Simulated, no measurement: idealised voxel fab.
process module | voxel ribs on slabs
cross-section cut | 285 nm wide | cells 5 nm
A cross-section is a grid of square cells, given in bands from the top down. A band is one or more rows of cells.
Each band's line starts with the height of the band's top and of its bottom, in nm. Then come its materials from left to right, each with its width in nm. One material with "throughout" fills the band from edge to edge. "air" is empty space.
Height 0 is the level under which the wafer as received is all one material. The lowest band goes on downwards, as in "0 down".
A width such as "30 to 40" changes by the same amount from each row of cells to the next, from the band's top row to its bottom row.
"no change" after a step means that no cell of the cross-section changed.
closed voids: empty space of 8 cells or more with no open way to the top, each as width x height at its distance from the left edge, in nm
after a step's settings: what the simulator itself notes on the step
overlay nm, on a step with a mask: how far to the right of its planned place the mask lay; to the left if negative
plan
1 op RECEIVE | material Si
2 op DIRECTIONAL_DEP | material SiO2 | thk nm 30
3 op DIRECTIONAL_DEP | material polySi | thk nm 20
4 op PATTERN | tone cover | mask id RIB | material resist | width nm 25 | thk nm 20 | overlay nm 0
5 op DIRECTIONAL_ETCH | etch materials polySi | depth nm 5
6 op STRIP | etch materials resist
7 op DIRECTIONAL_DEP | material aC | thk nm 10
8 op PATTERN | tone cover | mask id SLAB | material resist | width nm 75 | thk nm 30 | overlay nm 0
9 op DIRECTIONAL_ETCH | etch materials aC | depth nm 10
10 op STRIP | etch materials resist
11 op DIRECTIONAL_ETCH | etch materials polySi | depth nm 15
12 op STRIP | etch materials aC
13 op FILL_DEP | material SiO2 | thk nm 25
14 op CMP | height nm 65
15 op DIRECTIONAL_DEP | material W | thk nm 10
16 op MASKED_ETCH | tone cover | mask id HEATER | width nm 35 | etch materials W | depth nm 10 | overlay nm 0
17 op CONFORMAL_DEP | material SiO2 | thk nm 5
as received, after step 1
  0 down: Si throughout
  closed voids: none
first wafer at the end, as planned
  80 to 75: air 120 | SiO2 45 | air 120
  75 to 70: air 120 | SiO2 5 | W 35 | SiO2 5 | air 120
  70 to 65: SiO2 125 | W 35 | SiO2 125
  65 to 50: SiO2 throughout
  50 to 45: SiO2 130 | polySi 25 | SiO2 130
  45 to 30: SiO2 105 | polySi 75 | SiO2 105
  30 to 0: SiO2 throughout
  0 down: Si throughout
  closed voids: none
second wafer at the end: like start, like plan, one mistake
  80 to 75: air 120 | SiO2 45 | air 120
  75 to 70: air 120 | SiO2 5 | W 35 | SiO2 5 | air 120
  70 to 65: SiO2 125 | W 35 | SiO2 125
  65 to 60: SiO2 105 | polySi 75 | SiO2 105
  60 to 0: SiO2 throughout
  0 down: Si throughout
  closed voids: none
what went wrong: step 2 was run twice
at the end the second wafer has, in cells: 35 more of SiO2 | 35 fewer of polySi
